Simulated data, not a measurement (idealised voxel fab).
process module | voxel capacitor over wiring
cross-section cut | 140 nm wide | cells 5 nm
A cross-section is a grid of square cells, given in bands from the top down. A band is one or more rows of cells.
Each band's line starts with the height of the band's top and of its bottom, in nm. Then come its materials from left to right, each with its width in nm. One material with "throughout" fills the band from edge to edge. "air" is empty space.
Height 0 is the level under which the wafer as received is all one material. The lowest band goes on downwards, as in "0 down".
A width such as "30 to 40" changes by the same amount from each row of cells to the next, from the band's top row to its bottom row.
"no change" after a step means that no cell of the cross-section changed.
closed voids: empty space of 8 cells or more with no open way to the top, each as width x height at its distance from the left edge, in nm
after a step's settings: what the simulator itself notes on the step
overlay nm, on a step with a mask: how far to the right of its planned place the mask lay; to the left if negative
plan
1 op RECEIVE | material Si
2 op CONFORMAL_DEP | material SiO2 | thk nm 10
3 op DIRECTIONAL_DEP | material TiN | thk nm 5
4 op DIRECTIONAL_DEP | material Ru | thk nm 15
5 op MASKED_ETCH | tone cover | mask id METAL_1 | width nm 20 | pitch nm 80 | etch materials Ru | depth nm 5 | overlay nm 0
6 op MASKED_ETCH | tone cover | mask id METAL_1 | width nm 20 | pitch nm 80 | etch materials TiN | depth nm 5 | overlay nm 0
7 op CONFORMAL_DEP | material SiCN | thk nm 5
8 op FILL_DEP | material SiO2 | thk nm 10
9 op CMP | height nm 30
10 op CONFORMAL_DEP | material SiCN | thk nm 5
11 op DIRECTIONAL_DEP | material lowk | thk nm 15
12 op MASKED_ETCH | tone open | mask id PLUG_1 | width nm 15 | etch materials lowk | depth nm 15 | overlay nm 0
13 op MASKED_ETCH | tone open | mask id PLUG_1 | width nm 15 | etch materials SiCN | depth nm 5 | overlay nm 0
14 op EPI | material Ru | thk nm 10
15 op EPI | material Ru | thk nm 10
16 op DIRECTIONAL_DEP | material TiN | thk nm 10
17 op DIRECTIONAL_DEP | material SiN | thk nm 5
18 op DIRECTIONAL_DEP | material TiN | thk nm 5
19 op PATTERN | tone cover | mask id UPPER_PLATE | material resist | width nm 65 | thk nm 15 | overlay nm 0
20 op DIRECTIONAL_ETCH | etch materials TiN | depth nm 5
21 op DIRECTIONAL_ETCH | etch materials SiN | depth nm 5
22 op STRIP | etch materials resist
23 op DIRECTIONAL_DEP | material aC | thk nm 15
24 op PATTERN | tone cover | mask id LOWER_PLATE | material resist | width nm 75 | thk nm 30 | overlay nm 0
25 op DIRECTIONAL_ETCH | etch materials aC | depth nm 15
26 op STRIP | etch materials resist
27 op DIRECTIONAL_ETCH | etch materials TiN | depth nm 10
28 op STRIP | etch materials aC
29 op FILL_DEP | material SiO2 | thk nm 15
30 op CMP | height nm 80
31 op PATTERN | tone open | mask id PLUG_2 | material resist | width nm 15 | thk nm 15 | overlay nm 0
32 op DIRECTIONAL_ETCH | etch materials SiO2 | depth nm 10
33 op STRIP | etch materials resist
34 op CONFORMAL_DEP | material TiN | thk nm 5
35 op FILL_DEP | material W | thk nm 5
36 op CMP | height nm 80
37 op CONFORMAL_DEP | material SiN | thk nm 5
varied across the wafers: depth nm of step 5. The plan shows the first wafer's value. All wafers start alike
first wafer as received, after step 1
  0 down: Si throughout
  closed voids: none
each wafer at the end: cells of each material gained (+) or lost (-) since it was received, then its closed voids
depth nm 5 | +76 Ru | +45 SiCN | +41 SiN | +162 SiO2 | +76 TiN | +1 W | +75 lowk | closed voids: none
depth nm 10 | +56 Ru | +49 SiCN | +41 SiN | +178 SiO2 | +76 TiN | +1 W | +75 lowk | closed voids: none
depth nm 15 | +36 Ru | +57 SiCN | +41 SiN | +210 SiO2 | +56 TiN | +1 W | +75 lowk | closed voids: none
depth nm 20 | +36 Ru | +57 SiCN | +41 SiN | +210 SiO2 | +56 TiN | +1 W | +75 lowk | closed voids: none
depth nm 25 | +36 Ru | +57 SiCN | +41 SiN | +210 SiO2 | +56 TiN | +1 W | +75 lowk | closed voids: none
depth nm 30 | +36 Ru | +57 SiCN | +41 SiN | +210 SiO2 | +56 TiN | +1 W | +75 lowk | closed voids: none
